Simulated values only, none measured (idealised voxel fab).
Process module in this document: voxel self aligned vias
The figure presents cross-section cut, which has a width of 280 nm and is divided into square cells with an edge length of 5 nm.
Notation: cross-section as square-cell grid; stated in bands, top first, going down; one or more cell rows per band. Top height, bottom height, nm. Materials left to right, width each, nm. Single material + "full width" = fills band edge to edge. "air" = empty. Below 0: as-received wafer, all one material; heights counted from there. Lowest band: no bottom, goes on down, written "0..down". You'd read "30 to 40" like this: the band's top row of cells is as wide as the first number, its bottom row is as wide as the second, and going down, every row changes width by the same amount as the row before did. Key: "everything unchanged" - step with no changed cell in the cross-section. Look at "Listed closed voids" for the closed voids: empty spaces with no open path to the top, sized 8 cells or up. Each is width x height at distance, distance from the left edge, all nm. Read whatever lies past the settings on a step's line as the simulator's own remark about the step. For masked steps, "overlay nm" on the step line gives how far right of plan the mask actually lay; a minus sign means it lay to the left. Before/after cross-section pairs, one process step each; after shown to lowest changed band; step and settings beneath. Pairs may be from different runs of this module on the same starting wafer; a pair continues from the one above only where its "Pre-step" entry says so.

-- Pre-step
	50..20 = 105 SiO2, then 20 air, then 25 SiO2, then 20 air, then 110 SiO2
	20..5 = SiO2 full width
	5..0 = SiCN full width
	0..down = Si full width
	Listed closed voids: none

-- Post-Process Section
	55..50 = 110 TiN, then 10 air, then 35 TiN, then 10 air, then 115 TiN
	50..25 = 105 SiO2, then 5 TiN, then 10 air, then 5 TiN, then 25 SiO2, then 5 TiN, then 10 air, then 5 TiN, then 110 SiO2
	25..20 = 105 SiO2, then 20 TiN, then 25 SiO2, then 20 TiN, then 110 SiO2
	For the remainder of the cross-section, below 20, there is no change.
	Listed closed voids: none
Step between the pre-process and post-process cross-sections given above: CONFORMAL_DEP, material TiN, thk nm 5

Pre-step: per the after cross-section of the pair just above.

-- Post-Process Section
	60..55 = Ru full width
	55..50 = 110 TiN, then 10 Ru, then 35 TiN, then 10 Ru, then 115 TiN
	50..25 = 105 SiO2, then 5 TiN, then 10 Ru, then 5 TiN, then 25 SiO2, then 5 TiN, then 10 Ru, then 5 TiN, then 110 SiO2
	For the remainder of the cross-section, below 25, there is no change.
	Listed closed voids: none
Step between the pre-process and post-process cross-sections given above: FILL_DEP, material Ru, thk nm 5

Pre-step: per the after cross-section of the pair just above.

-- Post-Process Section
	50..25 = 105 SiO2, then 5 TiN, then 10 Ru, then 5 TiN, then 25 SiO2, then 5 TiN, then 10 Ru, then 5 TiN, then 110 SiO2
	For the remainder of the cross-section, below 25, there is no change.
	Listed closed voids: none
Step between the pre-process and post-process cross-sections given above: CMP, height nm 50

Pre-step: per the after cross-section of the pair just above.

-- Post-Process Section
	50..40 = 105 SiO2, then 20 air, then 25 SiO2, then 20 air, then 110 SiO2
	For the remainder of the cross-section, below 40, there is no change.
	Listed closed voids: none
Step between the pre-process and post-process cross-sections given above: SELECTIVE_ETCH, etch materials W Ru TiN, depth nm 10

Pre-step: per the after cross-section of the pair just above.

-- Post-Process Section
	55..50 = SiN full width
	50..40 = 105 SiO2, then 20 SiN, then 25 SiO2, then 20 SiN, then 110 SiO2
	For the remainder of the cross-section, below 40, there is no change.
	Listed closed voids: none
Step between the pre-process and post-process cross-sections given above: FILL_DEP, material SiN, thk nm 5

Pre-step: per the after cross-section of the pair just above.

-- Post-Process Section
	50..40 = 105 SiO2, then 20 SiN, then 25 SiO2, then 20 SiN, then 110 SiO2
	For the remainder of the cross-section, below 40, there is no change.
	Listed closed voids: none
Step between the pre-process and post-process cross-sections given above: CMP, height nm 50

Pre-step: per the after cross-section of the pair just above.

-- Post-Process Section
	65..50 = SiO2 full width
	For the remainder of the cross-section, below 50, there is no change.
	Listed closed voids: none
Step between the pre-process and post-process cross-sections given above: DIRECTIONAL_DEP, material SiO2, thk nm 15

Pre-step: per the after cross-section of the pair just above.

-- Post-Process Section
	75..65 = aC full width
	For the remainder of the cross-section, below 65, there is no change.
	Listed closed voids: none
Step between the pre-process and post-process cross-sections given above: DIRECTIONAL_DEP, material aC, thk nm 10

Pre-step: per the after cross-section of the pair just above.

-- Post-Process Section
	100..75 = 100 resist, then 30 air, then 150 resist
	For the remainder of the cross-section, below 75, there is no change.
	Listed closed voids: none
Step between the pre-process and post-process cross-sections given above: PATTERN, tone open, mask id VIAS, material resist, width nm 30, thk nm 25, overlay nm 0

Pre-step: per the after cross-section of the pair just above.

-- Post-Process Section
	90..75 = 100 resist, then 30 air, then 150 resist
	75..65 = 100 aC, then 30 air, then 150 aC
	For the remainder of the cross-section, below 65, there is no change.
	Listed closed voids: none
Step between the pre-process and post-process cross-sections given above: DIRECTIONAL_ETCH, etch materials aC, depth nm 10

Pre-step: per the after cross-section of the pair just above.

-- Post-Process Section
	75..65 = 100 aC, then 30 air, then 150 aC
	For the remainder of the cross-section, below 65, there is no change.
	Listed closed voids: none
Step between the pre-process and post-process cross-sections given above: STRIP, etch materials resist

Pre-step: per the after cross-section of the pair just above.

-- Post-Process Section
	75..65 = 100 aC, then 30 air, then 150 aC
	65..50 = 100 SiO2, then 30 air, then 150 SiO2
	For the remainder of the cross-section, below 50, there is no change.
	Listed closed voids: none
Step between the pre-process and post-process cross-sections given above: DIRECTIONAL_ETCH, etch materials SiO2, depth nm 15

Pre-step: per the after cross-section of the pair just above.

-- Post-Process Section
	75..65 = 100 aC, then 30 air, then 150 aC
	65..50 = 100 SiO2, then 30 air, then 150 SiO2
	50..40 = 105 SiO2, then 20 air, then 25 SiO2, then 20 SiN, then 110 SiO2
	For the remainder of the cross-section, below 40, there is no change.
	Listed closed voids: none
Step between the pre-process and post-process cross-sections given above: DIRECTIONAL_ETCH, etch materials SiN, depth nm 10

Pre-step: per the after cross-section of the pair just above.

-- Post-Process Section
	65..50 = 100 SiO2, then 30 air, then 150 SiO2
	For the remainder of the cross-section, below 50, there is no change.
	Listed closed voids: none
Step between the pre-process and post-process cross-sections given above: STRIP, etch materials aC

Pre-step: per the after cross-section of the pair just above.

-- Post-Process Section
	70..65 = 105 TiN, then 20 air, then 155 TiN
	65..55 = 100 SiO2, then 5 TiN, then 20 air, then 5 TiN, then 150 SiO2
	55..50 = 100 SiO2, then 10 TiN, then 10 air, then 10 TiN, then 150 SiO2
	50..45 = 105 SiO2, then 5 TiN, then 10 air, then 5 TiN, then 25 SiO2, then 20 SiN, then 110 SiO2
	45..40 = 105 SiO2, then 20 TiN, then 25 SiO2, then 20 SiN, then 110 SiO2
	For the remainder of the cross-section, below 40, there is no change.
	Listed closed voids: none
Step between the pre-process and post-process cross-sections given above: CONFORMAL_DEP, material TiN, thk nm 5

Pre-step: per the after cross-section of the pair just above.

-- Post-Process Section
	80..70 = Ru full width
	70..65 = 105 TiN, then 20 Ru, then 155 TiN
	65..55 = 100 SiO2, then 5 TiN, then 20 Ru, then 5 TiN, then 150 SiO2
	55..50 = 100 SiO2, then 10 TiN, then 10 Ru, then 10 TiN, then 150 SiO2
	50..45 = 105 SiO2, then 5 TiN, then 10 Ru, then 5 TiN, then 25 SiO2, then 20 SiN, then 110 SiO2
	For the remainder of the cross-section, below 45, there is no change.
	Listed closed voids: none
Step between the pre-process and post-process cross-sections given above: FILL_DEP, material Ru, thk nm 10

Pre-step: per the after cross-section of the pair just above.

-- Post-Process Section
	65..55 = 100 SiO2, then 5 TiN, then 20 Ru, then 5 TiN, then 150 SiO2
	For the remainder of the cross-section, below 55, there is no change.
	Listed closed voids: none
Step between the pre-process and post-process cross-sections given above: CMP, height nm 65

Pre-step: per the after cross-section of the pair just above.

-- Post-Process Section
	70..65 = SiCN full width
	For the remainder of the cross-section, below 65, there is no change.
	Listed closed voids: none
Step between the pre-process and post-process cross-sections given above: CONFORMAL_DEP, material SiCN, thk nm 5

-- Pre-step
	50..40 = 105 SiO2, then 20 SiN, then 25 SiO2, then 20 SiN, then 110 SiO2
	40..25 = 105 SiO2, then 5 TiN, then 10 Ru, then 5 TiN, then 25 SiO2, then 5 TiN, then 10 Ru, then 5 TiN, then 110 SiO2
	25..20 = 105 SiO2, then 20 TiN, then 25 SiO2, then 20 TiN, then 110 SiO2
	20..15 = SiCN full width
	15..0 = SiO2 full width
	0..down = Si full width
	Listed closed voids: none

-- Post-Process Section
	60..50 = SiO2 full width
	For the remainder of the cross-section, below 50, there is no change.
	Listed closed voids: none
Step between the pre-process and post-process cross-sections given above: DIRECTIONAL_DEP, material SiO2, thk nm 10

Pre-step: per the after cross-section of the pair just above.

-- Post-Process Section
	70..60 = aC full width
	For the remainder of the cross-section, below 60, there is no change.
	Listed closed voids: none
Step between the pre-process and post-process cross-sections given above: DIRECTIONAL_DEP, material aC, thk nm 10

Pre-step: per the after cross-section of the pair just above.

-- Post-Process Section
	95..70 = 100 resist, then 30 air, then 150 resist
	For the remainder of the cross-section, below 70, there is no change.
	Listed closed voids: none
Step between the pre-process and post-process cross-sections given above: PATTERN, tone open, mask id VIAS, material resist, width nm 30, thk nm 25, overlay nm 0

Pre-step: per the after cross-section of the pair just above.

-- Post-Process Section
	85..70 = 100 resist, then 30 air, then 150 resist
	70..60 = 100 aC, then 30 air, then 150 aC
	For the remainder of the cross-section, below 60, there is no change.
	Listed closed voids: none
Step between the pre-process and post-process cross-sections given above: DIRECTIONAL_ETCH, etch materials aC, depth nm 10

Pre-step: per the after cross-section of the pair just above.

-- Post-Process Section
	70..60 = 100 aC, then 30 air, then 150 aC
	For the remainder of the cross-section, below 60, there is no change.
	Listed closed voids: none
Step between the pre-process and post-process cross-sections given above: STRIP, etch materials resist

Pre-step: per the after cross-section of the pair just above.

-- Post-Process Section
	70..60 = 100 aC, then 30 air, then 150 aC
	60..50 = 100 SiO2, then 30 air, then 150 SiO2
	50..45 = 100 SiO2, then 5 air, then 20 SiN, then 5 air, then 20 SiO2, then 20 SiN, then 110 SiO2
	For the remainder of the cross-section, below 45, there is no change.
	Listed closed voids: none
Step between the pre-process and post-process cross-sections given above: DIRECTIONAL_ETCH, etch materials SiO2, depth nm 15

Pre-step: per the after cross-section of the pair just above.

-- Post-Process Section
	70..60 = 100 aC, then 30 air, then 150 aC
	60..50 = 100 SiO2, then 30 air, then 150 SiO2
	50..40 = 100 to 105 SiO2, then 30 to 20 air, then 20 to 25 SiO2, then 20 SiN, then 110 SiO2
	For the remainder of the cross-section, below 40, there is no change.
	Listed closed voids: none
Step between the pre-process and post-process cross-sections given above: DIRECTIONAL_ETCH, etch materials SiN, depth nm 10

Pre-step: per the after cross-section of the pair just above.

-- Post-Process Section
	60..50 = 100 SiO2, then 30 air, then 150 SiO2
	For the remainder of the cross-section, below 50, there is no change.
	Listed closed voids: none
Step between the pre-process and post-process cross-sections given above: STRIP, etch materials aC

Pre-step: per the after cross-section of the pair just above.

-- Post-Process Section
	65..60 = 105 TiN, then 20 air, then 155 TiN
	60..50 = 100 SiO2, then 5 TiN, then 20 air, then 5 TiN, then 150 SiO2
	50..45 = 100 SiO2, then 10 TiN, then 10 air, then 10 TiN, then 20 SiO2, then 20 SiN, then 110 SiO2
	45..40 = 105 SiO2, then 20 TiN, then 25 SiO2, then 20 SiN, then 110 SiO2
	For the remainder of the cross-section, below 40, there is no change.
	Listed closed voids: none
Step between the pre-process and post-process cross-sections given above: CONFORMAL_DEP, material TiN, thk nm 5

Pre-step: per the after cross-section of the pair just above.

-- Post-Process Section
	75..65 = Ru full width
	65..60 = 105 TiN, then 20 Ru, then 155 TiN
	60..50 = 100 SiO2, then 5 TiN, then 20 Ru, then 5 TiN, then 150 SiO2
	50..45 = 100 SiO2, then 10 TiN, then 10 Ru, then 10 TiN, then 20 SiO2, then 20 SiN, then 110 SiO2
	For the remainder of the cross-section, below 45, there is no change.
	Listed closed voids: none
Step between the pre-process and post-process cross-sections given above: FILL_DEP, material Ru, thk nm 10

Pre-step: per the after cross-section of the pair just above.

-- Post-Process Section
	65..60 = 105 TiN, then 20 Ru, then 155 TiN
	For the remainder of the cross-section, below 60, there is no change.
	Listed closed voids: none
Step between the pre-process and post-process cross-sections given above: CMP, height nm 65

Pre-step: per the after cross-section of the pair just above.

-- Post-Process Section
	70..65 = SiCN full width
	For the remainder of the cross-section, below 65, there is no change.
	Listed closed voids: none
Step between the pre-process and post-process cross-sections given above: CONFORMAL_DEP, material SiCN, thk nm 5

-- Pre-step
	75..65 = aC full width
	65..50 = SiO2 full width
	50..40 = 105 SiO2, then 20 SiN, then 25 SiO2, then 20 SiN, then 110 SiO2
	40..25 = 105 SiO2, then 5 TiN, then 10 Ru, then 5 TiN, then 25 SiO2, then 5 TiN, then 10 Ru, then 5 TiN, then 110 SiO2
	25..20 = 105 SiO2, then 20 TiN, then 25 SiO2, then 20 TiN, then 110 SiO2
	20..15 = SiCN full width
	15..0 = SiO2 full width
	0..down = Si full width
	Listed closed voids: none

-- Post-Process Section
	100..75 = 100 resist, then 35 air, then 145 resist
	For the remainder of the cross-section, below 75, there is no change.
	Listed closed voids: none
Step between the pre-process and post-process cross-sections given above: PATTERN, tone open, mask id VIAS, material resist, width nm 35, thk nm 25, overlay nm 0

Pre-step: per the after cross-section of the pair just above.

-- Post-Process Section
	90..75 = 100 resist, then 35 air, then 145 resist
	75..65 = 100 aC, then 35 air, then 145 aC
	For the remainder of the cross-section, below 65, there is no change.
	Listed closed voids: none
Step between the pre-process and post-process cross-sections given above: DIRECTIONAL_ETCH, etch materials aC, depth nm 10

Pre-step: per the after cross-section of the pair just above.

-- Post-Process Section
	75..65 = 100 aC, then 35 air, then 145 aC
	For the remainder of the cross-section, below 65, there is no change.
	Listed closed voids: none
Step between the pre-process and post-process cross-sections given above: STRIP, etch materials resist

Pre-step: per the after cross-section of the pair just above.

-- Post-Process Section
	75..65 = 100 aC, then 35 air, then 145 aC
	65..50 = 100 SiO2, then 35 air, then 145 SiO2
	For the remainder of the cross-section, below 50, there is no change.
	Listed closed voids: none
Step between the pre-process and post-process cross-sections given above: DIRECTIONAL_ETCH, etch materials SiO2, depth nm 15

Pre-step: per the after cross-section of the pair just above.

-- Post-Process Section
	75..65 = 100 aC, then 35 air, then 145 aC
	65..50 = 100 SiO2, then 35 air, then 145 SiO2
	50..40 = 105 SiO2, then 20 air, then 25 SiO2, then 20 SiN, then 110 SiO2
	For the remainder of the cross-section, below 40, there is no change.
	Listed closed voids: none
Step between the pre-process and post-process cross-sections given above: DIRECTIONAL_ETCH, etch materials SiN, depth nm 10

Pre-step: per the after cross-section of the pair just above.

-- Post-Process Section
	65..50 = 100 SiO2, then 35 air, then 145 SiO2
	For the remainder of the cross-section, below 50, there is no change.
	Listed closed voids: none
Step between the pre-process and post-process cross-sections given above: STRIP, etch materials aC

Pre-step: per the after cross-section of the pair just above.

-- Post-Process Section
	70..65 = 105 TiN, then 25 air, then 150 TiN
	65..55 = 100 SiO2, then 5 TiN, then 25 air, then 5 TiN, then 145 SiO2
	55..50 = 100 SiO2, then 10 TiN, then 10 air, then 15 TiN, then 145 SiO2
	50..45 = 105 SiO2, then 5 TiN, then 10 air, then 5 TiN, then 25 SiO2, then 20 SiN, then 110 SiO2
	45..40 = 105 SiO2, then 20 TiN, then 25 SiO2, then 20 SiN, then 110 SiO2
	For the remainder of the cross-section, below 40, there is no change.
	Listed closed voids: none
Step between the pre-process and post-process cross-sections given above: CONFORMAL_DEP, material TiN, thk nm 5

Pre-step: per the after cross-section of the pair just above.

-- Post-Process Section
	80..70 = Ru full width
	70..65 = 105 TiN, then 25 Ru, then 150 TiN
	65..55 = 100 SiO2, then 5 TiN, then 25 Ru, then 5 TiN, then 145 SiO2
	55..50 = 100 SiO2, then 10 TiN, then 10 Ru, then 15 TiN, then 145 SiO2
	50..45 = 105 SiO2, then 5 TiN, then 10 Ru, then 5 TiN, then 25 SiO2, then 20 SiN, then 110 SiO2
	For the remainder of the cross-section, below 45, there is no change.
	Listed closed voids: none
Step between the pre-process and post-process cross-sections given above: FILL_DEP, material Ru, thk nm 10

Pre-step: per the after cross-section of the pair just above.

-- Post-Process Section
	65..55 = 100 SiO2, then 5 TiN, then 25 Ru, then 5 TiN, then 145 SiO2
	For the remainder of the cross-section, below 55, there is no change.
	Listed closed voids: none
Step between the pre-process and post-process cross-sections given above: CMP, height nm 65

Pre-step: per the after cross-section of the pair just above.

-- Post-Process Section
	70..65 = SiCN full width
	For the remainder of the cross-section, below 65, there is no change.
	Listed closed voids: none
Step between the pre-process and post-process cross-sections given above: CONFORMAL_DEP, material SiCN, thk nm 5

-- Pre-step
	60..50 = aC full width
	50..20 = SiO2 full width
	20..15 = SiCN full width
	15..0 = SiO2 full width
	0..down = Si full width
	Listed closed voids: none

-- Post-Process Section
	85..60 = 95 resist, then 20 air, then 25 resist, then 20 air, then 120 resist
	For the remainder of the cross-section, below 60, there is no change.
	Listed closed voids: none
Step between the pre-process and post-process cross-sections given above: PATTERN, tone open, mask id LINES, material resist, width nm 20, pitch nm 45, thk nm 25, overlay nm -10

Pre-step: per the after cross-section of the pair just above.

-- Post-Process Section
	75..60 = 95 resist, then 20 air, then 25 resist, then 20 air, then 120 resist
	60..50 = 95 aC, then 20 air, then 25 aC, then 20 air, then 120 aC
	For the remainder of the cross-section, below 50, there is no change.
	Listed closed voids: none
Step between the pre-process and post-process cross-sections given above: DIRECTIONAL_ETCH, etch materials aC, depth nm 10

Pre-step: per the after cross-section of the pair just above.

-- Post-Process Section
	60..50 = 95 aC, then 20 air, then 25 aC, then 20 air, then 120 aC
	For the remainder of the cross-section, below 50, there is no change.
	Listed closed voids: none
Step between the pre-process and post-process cross-sections given above: STRIP, etch materials resist

Pre-step: per the after cross-section of the pair just above.

-- Post-Process Section
	60..50 = 95 aC, then 20 air, then 25 aC, then 20 air, then 120 aC
	50..20 = 95 SiO2, then 20 air, then 25 SiO2, then 20 air, then 120 SiO2
	For the remainder of the cross-section, below 20, there is no change.
	Listed closed voids: none
Step between the pre-process and post-process cross-sections given above: DIRECTIONAL_ETCH, etch materials SiO2, depth nm 30

Pre-step: per the after cross-section of the pair just above.

-- Post-Process Section
	50..20 = 95 SiO2, then 20 air, then 25 SiO2, then 20 air, then 120 SiO2
	For the remainder of the cross-section, below 20, there is no change.
	Listed closed voids: none
Step between the pre-process and post-process cross-sections given above: STRIP, etch materials aC

Pre-step: per the after cross-section of the pair just above.

-- Post-Process Section
	55..50 = 100 TiN, then 10 air, then 35 TiN, then 10 air, then 125 TiN
	50..25 = 95 SiO2, then 5 TiN, then 10 air, then 5 TiN, then 25 SiO2, then 5 TiN, then 10 air, then 5 TiN, then 120 SiO2
	25..20 = 95 SiO2, then 20 TiN, then 25 SiO2, then 20 TiN, then 120 SiO2
	For the remainder of the cross-section, below 20, there is no change.
	Listed closed voids: none
Step between the pre-process and post-process cross-sections given above: CONFORMAL_DEP, material TiN, thk nm 5

Pre-step: per the after cross-section of the pair just above.

-- Post-Process Section
	60..55 = Ru full width
	55..50 = 100 TiN, then 10 Ru, then 35 TiN, then 10 Ru, then 125 TiN
	50..25 = 95 SiO2, then 5 TiN, then 10 Ru, then 5 TiN, then 25 SiO2, then 5 TiN, then 10 Ru, then 5 TiN, then 120 SiO2
	For the remainder of the cross-section, below 25, there is no change.
	Listed closed voids: none
Step between the pre-process and post-process cross-sections given above: FILL_DEP, material Ru, thk nm 5

Pre-step: per the after cross-section of the pair just above.

-- Post-Process Section
	50..25 = 95 SiO2, then 5 TiN, then 10 Ru, then 5 TiN, then 25 SiO2, then 5 TiN, then 10 Ru, then 5 TiN, then 120 SiO2
	For the remainder of the cross-section, below 25, there is no change.
	Listed closed voids: none
Step between the pre-process and post-process cross-sections given above: CMP, height nm 50

Pre-step: per the after cross-section of the pair just above.

-- Post-Process Section
	50..40 = 95 SiO2, then 20 air, then 25 SiO2, then 20 air, then 120 SiO2
	For the remainder of the cross-section, below 40, there is no change.
	Listed closed voids: none
Step between the pre-process and post-process cross-sections given above: SELECTIVE_ETCH, etch materials W Ru TiN, depth nm 10

Pre-step: per the after cross-section of the pair just above.

-- Post-Process Section
	55..50 = SiN full width
	50..40 = 95 SiO2, then 20 SiN, then 25 SiO2, then 20 SiN, then 120 SiO2
	For the remainder of the cross-section, below 40, there is no change.
	Listed closed voids: none
Step between the pre-process and post-process cross-sections given above: FILL_DEP, material SiN, thk nm 5

Pre-step: per the after cross-section of the pair just above.

-- Post-Process Section
	50..40 = 95 SiO2, then 20 SiN, then 25 SiO2, then 20 SiN, then 120 SiO2
	For the remainder of the cross-section, below 40, there is no change.
	Listed closed voids: none
Step between the pre-process and post-process cross-sections given above: CMP, height nm 50

Pre-step: per the after cross-section of the pair just above.

-- Post-Process Section
	65..50 = SiO2 full width
	For the remainder of the cross-section, below 50, there is no change.
	Listed closed voids: none
Step between the pre-process and post-process cross-sections given above: DIRECTIONAL_DEP, material SiO2, thk nm 15

Pre-step: per the after cross-section of the pair just above.

-- Post-Process Section
	75..65 = aC full width
	For the remainder of the cross-section, below 65, there is no change.
	Listed closed voids: none
Step between the pre-process and post-process cross-sections given above: DIRECTIONAL_DEP, material aC, thk nm 10

Pre-step: per the after cross-section of the pair just above.

-- Post-Process Section
	100..75 = 100 resist, then 30 air, then 150 resist
	For the remainder of the cross-section, below 75, there is no change.
	Listed closed voids: none
Step between the pre-process and post-process cross-sections given above: PATTERN, tone open, mask id VIAS, material resist, width nm 30, thk nm 25, overlay nm 0

Pre-step: per the after cross-section of the pair just above.

-- Post-Process Section
	90..75 = 100 resist, then 30 air, then 150 resist
	75..65 = 100 aC, then 30 air, then 150 aC
	For the remainder of the cross-section, below 65, there is no change.
	Listed closed voids: none
Step between the pre-process and post-process cross-sections given above: DIRECTIONAL_ETCH, etch materials aC, depth nm 10

Pre-step: per the after cross-section of the pair just above.

-- Post-Process Section
	75..65 = 100 aC, then 30 air, then 150 aC
	For the remainder of the cross-section, below 65, there is no change.
	Listed closed voids: none
Step between the pre-process and post-process cross-sections given above: STRIP, etch materials resist

Pre-step: per the after cross-section of the pair just above.

-- Post-Process Section
	75..65 = 100 aC, then 30 air, then 150 aC
	65..50 = 100 SiO2, then 30 air, then 150 SiO2
	For the remainder of the cross-section, below 50, there is no change.
	Listed closed voids: none
Step between the pre-process and post-process cross-sections given above: DIRECTIONAL_ETCH, etch materials SiO2, depth nm 15

Pre-step: per the after cross-section of the pair just above.

-- Post-Process Section
	75..65 = 100 aC, then 30 air, then 150 aC
	65..50 = 100 SiO2, then 30 air, then 150 SiO2
	50..40 = 95 SiO2, then 5 SiN, then 15 air, then 25 SiO2, then 20 SiN, then 120 SiO2
	For the remainder of the cross-section, below 40, there is no change.
	Listed closed voids: none
Step between the pre-process and post-process cross-sections given above: DIRECTIONAL_ETCH, etch materials SiN, depth nm 10

Pre-step: per the after cross-section of the pair just above.

-- Post-Process Section
	65..50 = 100 SiO2, then 30 air, then 150 SiO2
	For the remainder of the cross-section, below 50, there is no change.
	Listed closed voids: none
Step between the pre-process and post-process cross-sections given above: STRIP, etch materials aC

Pre-step: per the after cross-section of the pair just above.

-- Post-Process Section
	70..65 = 105 TiN, then 20 air, then 155 TiN
	65..55 = 100 SiO2, then 5 TiN, then 20 air, then 5 TiN, then 150 SiO2
	55..50 = 100 SiO2, then 5 TiN, then 5 air, then 20 TiN, then 150 SiO2
	50..45 = 95 SiO2, then 5 SiN, then 5 TiN, then 5 air, then 5 TiN, then 25 SiO2, then 20 SiN, then 120 SiO2
	45..40 = 95 SiO2, then 5 SiN, then 15 TiN, then 25 SiO2, then 20 SiN, then 120 SiO2
	For the remainder of the cross-section, below 40, there is no change.
	Listed closed voids: none
Step between the pre-process and post-process cross-sections given above: CONFORMAL_DEP, material TiN, thk nm 5

Pre-step: per the after cross-section of the pair just above.

-- Post-Process Section
	80..70 = Ru full width
	70..65 = 105 TiN, then 20 Ru, then 155 TiN
	65..55 = 100 SiO2, then 5 TiN, then 20 Ru, then 5 TiN, then 150 SiO2
	55..50 = 100 SiO2, then 5 TiN, then 5 Ru, then 20 TiN, then 150 SiO2
	50..45 = 95 SiO2, then 5 SiN, then 5 TiN, then 5 Ru, then 5 TiN, then 25 SiO2, then 20 SiN, then 120 SiO2
	For the remainder of the cross-section, below 45, there is no change.
	Listed closed voids: none
Step between the pre-process and post-process cross-sections given above: FILL_DEP, material Ru, thk nm 10

Pre-step: per the after cross-section of the pair just above.

-- Post-Process Section
	65..55 = 100 SiO2, then 5 TiN, then 20 Ru, then 5 TiN, then 150 SiO2
	For the remainder of the cross-section, below 55, there is no change.
	Listed closed voids: none
Step between the pre-process and post-process cross-sections given above: CMP, height nm 65

Pre-step: per the after cross-section of the pair just above.

-- Post-Process Section
	70..65 = SiCN full width
	For the remainder of the cross-section, below 65, there is no change.
	Listed closed voids: none
Step between the pre-process and post-process cross-sections given above: CONFORMAL_DEP, material SiCN, thk nm 5

-- Pre-step
	0..down = Si full width
	Listed closed voids: none

-- Post-Process Section
	15..0 = Ru full width
	For the remainder of the cross-section, below 0, there is no change.
	Listed closed voids: none
Step between the pre-process and post-process cross-sections given above: CONFORMAL_DEP, material Ru, thk nm 15

Pre-step: per the after cross-section of the pair just above.

-- Post-Process Section
	20..15 = SiCN full width
	For the remainder of the cross-section, below 15, there is no change.
	Listed closed voids: none
Step between the pre-process and post-process cross-sections given above: CONFORMAL_DEP, material SiCN, thk nm 5

Pre-step: per the after cross-section of the pair just above.

-- Post-Process Section
	50..20 = SiO2 full width
	For the remainder of the cross-section, below 20, there is no change.
	Listed closed voids: none
Step between the pre-process and post-process cross-sections given above: DIRECTIONAL_DEP, material SiO2, thk nm 30

Pre-step: per the after cross-section of the pair just above.

-- Post-Process Section
	60..50 = aC full width
	For the remainder of the cross-section, below 50, there is no change.
	Listed closed voids: none
Step between the pre-process and post-process cross-sections given above: DIRECTIONAL_DEP, material aC, thk nm 10

Pre-step: per the after cross-section of the pair just above.

-- Post-Process Section
	85..60 = 105 resist, then 20 air, then 25 resist, then 20 air, then 110 resist
	For the remainder of the cross-section, below 60, there is no change.
	Listed closed voids: none
Step between the pre-process and post-process cross-sections given above: PATTERN, tone open, mask id LINES, material resist, width nm 20, pitch nm 45, thk nm 25, overlay nm 0

Pre-step: per the after cross-section of the pair just above.

-- Post-Process Section
	75..60 = 105 resist, then 20 air, then 25 resist, then 20 air, then 110 resist
	60..50 = 105 aC, then 20 air, then 25 aC, then 20 air, then 110 aC
	For the remainder of the cross-section, below 50, there is no change.
	Listed closed voids: none
Step between the pre-process and post-process cross-sections given above: DIRECTIONAL_ETCH, etch materials aC, depth nm 10

Pre-step: per the after cross-section of the pair just above.

-- Post-Process Section
	60..50 = 105 aC, then 20 air, then 25 aC, then 20 air, then 110 aC
	For the remainder of the cross-section, below 50, there is no change.
	Listed closed voids: none
Step between the pre-process and post-process cross-sections given above: STRIP, etch materials resist

Pre-step: per the after cross-section of the pair just above.

-- Post-Process Section
	60..50 = 105 aC, then 20 air, then 25 aC, then 20 air, then 110 aC
	50..20 = 105 SiO2, then 20 air, then 25 SiO2, then 20 air, then 110 SiO2
	For the remainder of the cross-section, below 20, there is no change.
	Listed closed voids: none
Step between the pre-process and post-process cross-sections given above: DIRECTIONAL_ETCH, etch materials SiO2, depth nm 30

Pre-step: per the after cross-section of the pair just above.

-- Post-Process Section
	50..20 = 105 SiO2, then 20 air, then 25 SiO2, then 20 air, then 110 SiO2
	For the remainder of the cross-section, below 20, there is no change.
	Listed closed voids: none
Step between the pre-process and post-process cross-sections given above: STRIP, etch materials aC

Pre-step: per the after cross-section of the pair just above.

-- Post-Process Section
	55..50 = 110 TiN, then 10 air, then 35 TiN, then 10 air, then 115 TiN
	50..25 = 105 SiO2, then 5 TiN, then 10 air, then 5 TiN, then 25 SiO2, then 5 TiN, then 10 air, then 5 TiN, then 110 SiO2
	25..20 = 105 SiO2, then 20 TiN, then 25 SiO2, then 20 TiN, then 110 SiO2
	For the remainder of the cross-section, below 20, there is no change.
	Listed closed voids: none
Step between the pre-process and post-process cross-sections given above: CONFORMAL_DEP, material TiN, thk nm 5

Pre-step: per the after cross-section of the pair just above.

-- Post-Process Section
	60..55 = Ru full width
	55..50 = 110 TiN, then 10 Ru, then 35 TiN, then 10 Ru, then 115 TiN
	50..25 = 105 SiO2, then 5 TiN, then 10 Ru, then 5 TiN, then 25 SiO2, then 5 TiN, then 10 Ru, then 5 TiN, then 110 SiO2
	For the remainder of the cross-section, below 25, there is no change.
	Listed closed voids: none
Step between the pre-process and post-process cross-sections given above: FILL_DEP, material Ru, thk nm 5

Pre-step: per the after cross-section of the pair just above.

-- Post-Process Section
	50..25 = 105 SiO2, then 5 TiN, then 10 Ru, then 5 TiN, then 25 SiO2, then 5 TiN, then 10 Ru, then 5 TiN, then 110 SiO2
	For the remainder of the cross-section, below 25, there is no change.
	Listed closed voids: none
Step between the pre-process and post-process cross-sections given above: CMP, height nm 50

Pre-step: per the after cross-section of the pair just above.

-- Post-Process Section
	50..40 = 105 SiO2, then 20 air, then 25 SiO2, then 20 air, then 110 SiO2
	For the remainder of the cross-section, below 40, there is no change.
	Listed closed voids: none
Step between the pre-process and post-process cross-sections given above: SELECTIVE_ETCH, etch materials W Ru TiN, depth nm 10

Pre-step: per the after cross-section of the pair just above.

-- Post-Process Section
	55..50 = SiN full width
	50..40 = 105 SiO2, then 20 SiN, then 25 SiO2, then 20 SiN, then 110 SiO2
	For the remainder of the cross-section, below 40, there is no change.
	Listed closed voids: none
Step between the pre-process and post-process cross-sections given above: FILL_DEP, material SiN, thk nm 5

Pre-step: per the after cross-section of the pair just above.

-- Post-Process Section
	50..40 = 105 SiO2, then 20 SiN, then 25 SiO2, then 20 SiN, then 110 SiO2
	For the remainder of the cross-section, below 40, there is no change.
	Listed closed voids: none
Step between the pre-process and post-process cross-sections given above: CMP, height nm 50

Pre-step: per the after cross-section of the pair just above.

-- Post-Process Section
	65..50 = SiO2 full width
	For the remainder of the cross-section, below 50, there is no change.
	Listed closed voids: none
Step between the pre-process and post-process cross-sections given above: DIRECTIONAL_DEP, material SiO2, thk nm 15

Pre-step: per the after cross-section of the pair just above.

-- Post-Process Section
	75..65 = aC full width
	For the remainder of the cross-section, below 65, there is no change.
	Listed closed voids: none
Step between the pre-process and post-process cross-sections given above: DIRECTIONAL_DEP, material aC, thk nm 10
